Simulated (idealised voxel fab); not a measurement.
process module | voxel gate over fins
Shown is cross-section cut, with a width of 240 nm and square cells of size 5 nm.
In what follows, cross-sections appear as grids of square cells, described through bands that run from the top down, where every band is one or more rows of cells.
Top, bottom (nm), then materials left to right with widths (nm); lone material tagged "throughout" fills the whole band edge to edge; "empty" = empty space.
The reference from which all heights are counted is 0, the level beneath which the as-received wafer is entirely one material; the lowest band, having no lower bound, proceeds downward and is written after the example "top 0, no bottom".
Quick explanation for "30->40": the width changes in equal steps down the rows of cells, from the first number in the band's top row to the second number in its bottom row.
Basically "identical to before" means that step didn't change any cell in the cross-section.
"Non-vented voids" contains a list of empty spaces, each no smaller than 8 cells and without an open way to the top, written in the form width x height at distance with the distance from the left edge and all three in nm.
What comes after the settings on a step's line is commentary from the simulator itself on that step.
"overlay nm" denotes, for a step that has a mask, the displacement of the mask to the right of its planned place, with negative values corresponding to the left.
plan
1,RECEIVE | material Si
2,CONFORMAL_DEP | material SiN | thk nm 10
3,MASKED_ETCH | tone cover | mask id FINS | width nm 15 | pitch nm 50 | etch materials SiN | depth nm 10 | overlay nm 0
4,MASKED_ETCH | tone cover | mask id FINS | width nm 15 | pitch nm 50 | etch materials Si | depth nm 40 | overlay nm 0
5,FILL_DEP | material SiO2 | thk nm 5
6,CMP | height nm 10
7,MASKED_ETCH | tone open | mask id RAIL | width nm 15 | etch materials SiO2 | depth nm 45 | overlay nm 0
8,CONFORMAL_DEP | material TiN | thk nm 5
9,FILL_DEP | material Ru | thk nm 5
10,CMP | height nm 10
11,SELECTIVE_ETCH | etch materials W Ru TiN | depth nm 30
12,FILL_DEP | material SiO2 | thk nm 5
13,CMP | height nm 10
14,SELECTIVE_ETCH | etch materials SiO2 | depth nm 20
15,STRIP | etch materials SiN
16,CONFORMAL_DEP | material HfO2 | thk nm 5
17,CONFORMAL_DEP | material TiN | thk nm 5
18,FILL_DEP | material W | thk nm 15
19,CMP | height nm 20
20,CONFORMAL_DEP | material SiN | thk nm 10
Wafer cross-section on receipt, i.e. after step 1
top 0, no bottom = Si throughout
Non-vented voids: none
Cross-sectional result after module completion. Note: starting condition and plan are unchanged from above; one processing mistake was made
top 30, bottom 20 = SiN throughout
top 20, bottom 5 = W throughout
top 5, bottom 0 = 55 W / 25 TiN / 25 W / 25 TiN / 25 W / 25 TiN / 60 W
top 0, bottom -5 = 55 W / 5 TiN / 15 Si / 5 TiN / 25 W / 5 TiN / 15 Si / 5 TiN / 25 W / 5 TiN / 15 Si / 5 TiN / 60 W
top -5, bottom -10 = 60 TiN / 15 Si / 35 TiN / 15 Si / 35 TiN / 15 Si / 65 TiN
top -10, bottom -20 = 60 SiO2 / 15 Si / 35 SiO2 / 15 Si / 35 SiO2 / 15 Si / 65 SiO2
top -20, bottom -30 = 60 SiO2 / 15 Si / 10 SiO2 / 5 TiN / 5 Ru / 5 TiN / 10 SiO2 / 15 Si / 35 SiO2 / 15 Si / 65 SiO2
top -30, bottom -35 = 60 SiO2 / 15 Si / 10 SiO2 / 15 TiN / 10 SiO2 / 15 Si / 35 SiO2 / 15 Si / 65 SiO2
top -35, bottom -40 = 60 SiO2 / 15 Si / 35 SiO2 / 15 Si / 35 SiO2 / 15 Si / 65 SiO2
top -40, no bottom = Si throughout
Non-vented voids: none
Short version of what went wrong: skipped: plan step 16 (never run)
